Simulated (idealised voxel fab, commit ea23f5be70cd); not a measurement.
Process module in this document: voxel released beams
160 nm wide, 5 nm square cells: that's cross-section cut.
How to read a cross-section here: the picture is a grid of square cells, written as bands going from the top down, and any band can span one or more rows of cells.
In this notation a band is specified by the heights of its top and bottom, in that order and in nm, after which its materials appear from left to right, each paired with its width in nm. The word "full width" attached to a single material means that material fills the band from edge to edge; the word "empty" stands for empty space.
Heights are expressed relative to 0, this being the level below which the as-received wafer comprises one material exclusively. The lowest band is unbounded in the downward direction and is denoted as in "from 0 down".
The expression "30->40" gives the width at the extremes of the band, the first number at its top row of cells and the second at its bottom row, with the width changing by equal amounts from each row to the next in between.
"remained unchanged" means the step left every cell of the cross-section as it was.
You'll see "Closed void listing" listing empty spaces that have no way open to the top, as long as they're 8 cells or more; the notation is width x height at distance, where the distance is from the left edge, and all of it is in nm.
Post-settings text on a step line: simulator's own remark regarding the step.
What "overlay nm" on a step's line means: if the step has a mask, that mask lay this far to the right of its planned place, or, when the value is negative, to the left.

# Steps in the process plan
step 1: op RECEIVE | material Si
step 2: op CONFORMAL_DEP | material SiN | thk nm 5
step 3: op DIRECTIONAL_DEP | material SiO2 | thk nm 10
step 4: op DIRECTIONAL_DEP | material aC | thk nm 10
step 5: op PATTERN | tone open | mask id ANCHOR | material resist | width nm 30 | thk nm 30 | overlay nm 0
step 6: op DIRECTIONAL_ETCH | etch materials aC | depth nm 10
step 7: op STRIP | etch materials resist
step 8: op DIRECTIONAL_ETCH | etch materials SiO2 | depth nm 10
step 9: op STRIP | etch materials aC
step 10: op CONFORMAL_DEP | material polySi | thk nm 10
step 11: op PATTERN | tone cover | mask id BEAM | material resist | width nm 105 | thk nm 15 | overlay nm -10
step 12: op DIRECTIONAL_ETCH | etch materials polySi | depth nm 10
step 13: op STRIP | etch materials resist
step 14: op STRIP | etch materials SiO2
The overlay nm used in step 11 is not the same on every wafer, whereas the starting condition is; the value printed in the plan is the first wafer's.

# First of several wafers (as received, post step 1), cross-sectional view
from 0 down | Si full width
Closed void listing: none

# After the module's final step, step 14: the first of several wafers in cross-section
from 25 to 15 | 15 nm empty | 25 nm polySi | 10 nm empty | 70 nm polySi | 40 nm empty
from 15 to 5 | 30 nm empty | 30 nm polySi | 100 nm empty
from 5 to 0 | SiN full width
from 0 down | Si full width
Closed void listing: none

# Last wafer of the set, cross-sectioned at end of module
from 25 to 15 | 50 nm empty | 95 nm polySi | 15 nm empty
from 15 to 5 | 30 nm empty | 30 nm polySi | 100 nm empty
from 5 to 0 | SiN full width
from 0 down | Si full width
Closed void listing: none

# Below, a row for every wafer. Read it as the end-of-module picture: for each material the wafer shows its cells gained (+) or lost (-) since it was received, and then its closed voids
overlay nm -10 | +32 SiN | +50 polySi | Closed void listing: none
overlay nm -5 | +32 SiN | +50 polySi | Closed void listing: none
overlay nm 0 | +32 SiN | +50 polySi | Closed void listing: none
overlay nm 5 | +32 SiN | +50 polySi | Closed void listing: none
overlay nm 10 | +32 SiN | +50 polySi | Closed void listing: none
overlay nm 15 | +32 SiN | +50 polySi | Closed void listing: none
